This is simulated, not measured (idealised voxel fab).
The following process module bears the name voxel self aligned contacts.
Cross-section cut spans 175 nm and uses square cells 5 nm in size.
Cross-sections here: square-cell grids, written as top-down lists of bands, a band being one or more rows of cells.
Per band: top height and bottom height in nm, followed by the left-to-right materials and their widths in nm; "all across" marks a single material spanning edge to edge, "blank" marks empty space.
Heights are measured from 0, the level below which the as-received wafer is all one material; the lowest band has no bottom and continues downward, written as in "0 nm and below".
The notation "30..40" denotes a width that varies across the rows of cells in the band, beginning at the first number in the top row, finishing at the second number in the bottom row, and changing by an identical amount from each row to the next.
"everything unchanged" after a step means that no cell of the cross-section changed.
The label "Sealed cavities" introduces a list of the empty spaces, 8 cells or larger, that have no open way up to the top; each entry in it reads width x height at distance, where the distance is taken from the left edge and all three are stated in nm.
after a step's settings: what the simulator itself notes on the step
overlay nm: where the mask lay relative to plan, measured to the right, on steps with a mask; negatives go left.
### Listed below are the process steps as planned
1. op RECEIVE | material Si
2. op CONFORMAL_DEP | material SiO2 | thk nm 5
3. op DIRECTIONAL_DEP | material polySi | thk nm 25
4. op DIRECTIONAL_DEP | material SiN | thk nm 25
5. op MASKED_ETCH | tone cover | mask id GATE | width nm 30 | pitch nm 65 | etch materials SiN | depth nm 25 | overlay nm 0
6. op MASKED_ETCH | tone cover | mask id GATE | width nm 20 | pitch nm 65 | etch materials polySi | depth nm 25 | overlay nm 0
7. op CONFORMAL_DEP | material SiN | thk nm 10
8. op DIRECTIONAL_ETCH | etch materials SiN | depth nm 10
9. op FILL_DEP | material SiO2 | thk nm 10
10. op CMP | height nm 60
11. op MASKED_ETCH | tone open | mask id CONTACT | width nm 45 | etch materials SiO2 | depth nm 60 | overlay nm 0
12. op CONFORMAL_DEP | material TiN | thk nm 5
13. op FILL_DEP | material W | thk nm 5
14. op CMP | height nm 60
15. op CONFORMAL_DEP | material SiN | thk nm 5
What sets these wafers apart? The width nm at step 6. They all start alike, and the plan carries the first wafer's value.
### First of several wafers, received after step 1, in cross-section
> 0 nm and below: Si all across
> Sealed cavities: none
### At the end of the module, after its last step, step 15, the first of several wafers appears in cross-section as follows
> 65 nm to 60 nm: SiN all across
> 60 nm to 55 nm: SiO2=65, then TiN=20, then W=5, then TiN=20, then SiO2=65
> 55 nm to 30 nm: SiO2=30, then SiN=50, then TiN=5, then W=5, then TiN=5, then SiN=50, then SiO2=30
> 30 nm to 5 nm: SiO2=30, then SiN=10, then polySi=30, then SiN=10, then TiN=5, then W=5, then TiN=5, then SiN=10, then polySi=30, then SiN=10, then SiO2=30
> 5 nm to 0 nm: SiO2=80, then TiN=15, then SiO2=80
> 0 nm and below: Si all across
> Sealed cavities: none
### Here's the last wafer cross-sectioned at the end of the module
> 65 nm to 60 nm: SiN all across
> 60 nm to 55 nm: SiO2=65, then TiN=20, then W=5, then TiN=20, then SiO2=65
> 55 nm to 35 nm: SiO2=30, then SiN=50, then TiN=5, then W=5, then TiN=5, then SiN=50, then SiO2=30
> 35 nm to 30 nm: SiO2=30, then SiN=50, then TiN=15, then SiN=50, then SiO2=30
> 30 nm to 5 nm: SiO2=25, then SiN=10, then polySi=45, then SiN=20, then polySi=45, then SiN=10, then SiO2=20
> 5 nm to 0 nm: SiO2 all across
> 0 nm and below: Si all across
> Sealed cavities: none
### Per wafer (row), end of module: delta in cells per material since receipt, (+) for gained, (-) for lost; closed voids after that
width nm 20; +175 SiN; +178 SiO2; +31 TiN; +11 W; +60 polySi; Sealed cavities: none
width nm 25; +175 SiN; +178 SiO2; +31 TiN; +11 W; +60 polySi; Sealed cavities: none
width nm 30; +175 SiN; +178 SiO2; +31 TiN; +11 W; +60 polySi; Sealed cavities: none
width nm 35; +175 SiN; +174 SiO2; +31 TiN; +5 W; +70 polySi; Sealed cavities: none
width nm 40; +175 SiN; +170 SiO2; +25 TiN; +5 W; +80 polySi; Sealed cavities: none
width nm 45; +175 SiN; +166 SiO2; +19 TiN; +5 W; +90 polySi; Sealed cavities: none
